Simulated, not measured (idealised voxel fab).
Title: Process Module voxel gate over fins
FYI the section here is cut, 235 nm wide, cells are 5 nm squares.
Bands, listed from the top down, are how a cross-section gets written in this document; the cross-section itself is a grid of square cells, and a band is one or more rows of them. Heights first: top, then bottom, in nm. Then materials, left to right, each with a width in nm. "throughout" on a single material: fills the band edge to edge. "empty": empty space. Heights are reckoned from 0. Under this level, the received wafer is all of one material. The bottommost band is open-ended downward, for example "0..down". When a width is written as two numbers, as in "30..40", the first number is the width in the top row of cells of the band and the second is the width in its bottom row, and the width changes by the same amount from each row to the next. When a step is marked "nothing was modified", none of the cells in the cross-section changed during that step. The list in "Listed closed voids" covers empty spaces of 8 cells or more that cannot reach the top through any open way, and it gives each as width x height at distance; the distance is from the left edge, and width, height and distance are in nm. On each step's line, the part that comes after the settings is the simulator's own comment on the step. overlay nm: how far to the right of its planned place the mask lay on this masked step (negative: to the left).

**Steps planned for the process**
1. RECEIVE,material Si
2. CONFORMAL_DEP,material SiN,thk nm 10
3. MASKED_ETCH,tone cover,mask id FINS,width nm 15,pitch nm 35,etch materials SiN,depth nm 10,overlay nm 0
4. MASKED_ETCH,tone cover,mask id FINS,width nm 15,pitch nm 35,etch materials Si,depth nm 35,overlay nm 0
5. FILL_DEP,material SiO2,thk nm 15
6. CMP,height nm 10
7. SELECTIVE_ETCH,etch materials SiO2,depth nm 20
8. STRIP,etch materials SiN
9. CONFORMAL_DEP,material HfO2,thk nm 5
10. CONFORMAL_DEP,material TiN,thk nm 5
11. FILL_DEP,material W,thk nm 15
12. CMP,height nm 20
13. CONFORMAL_DEP,material SiCN,thk nm 5

**As-received wafer cross-section (after step 1)**
* 0..down  Si throughout
* Listed closed voids: none

**First wafer of two, sectioned at end of module; run went per plan**
* 25..20  SiCN throughout
* 20..10  W throughout
* 10..5  80 W | 70 TiN | 85 W
* 5..0  80 W | 5 TiN | 25 HfO2 | 10 TiN | 25 HfO2 | 5 TiN | 85 W
* 0..-5  85 TiN | 5 HfO2 | 15 Si | 5 HfO2 | 10 TiN | 5 HfO2 | 15 Si | 5 HfO2 | 90 TiN
* -5..-10  90 HfO2 | 15 Si | 20 HfO2 | 15 Si | 95 HfO2
* -10..-35  90 SiO2 | 15 Si | 20 SiO2 | 15 Si | 95 SiO2
* -35..down  Si throughout
* Listed closed voids: none

**The second wafer, shown in cross-section after the module: started the same way as the first and given the same plan, yet one mistake crept into how it was run**
* 25..20  SiCN throughout
* 20..10  W throughout
* 10..5  80 W | 70 HfO2 | 85 W
* 5..0  80 W | 5 HfO2 | 25 TiN | 10 HfO2 | 25 TiN | 5 HfO2 | 85 W
* 0..-5  85 HfO2 | 5 TiN | 15 Si | 5 TiN | 10 HfO2 | 5 TiN | 15 Si | 5 TiN | 90 HfO2
* -5..-10  90 TiN | 15 Si | 20 TiN | 15 Si | 95 TiN
* -10..-35  90 SiO2 | 15 Si | 20 SiO2 | 15 Si | 95 SiO2
* -35..down  Si throughout
* Listed closed voids: none
In executing the process, a mistake was made relative to the plan: the processing plan was not followed for steps 9 and 10, which were run with their positions exchanged
Final wafers compared: equal cell tally per material, rearranged layout.
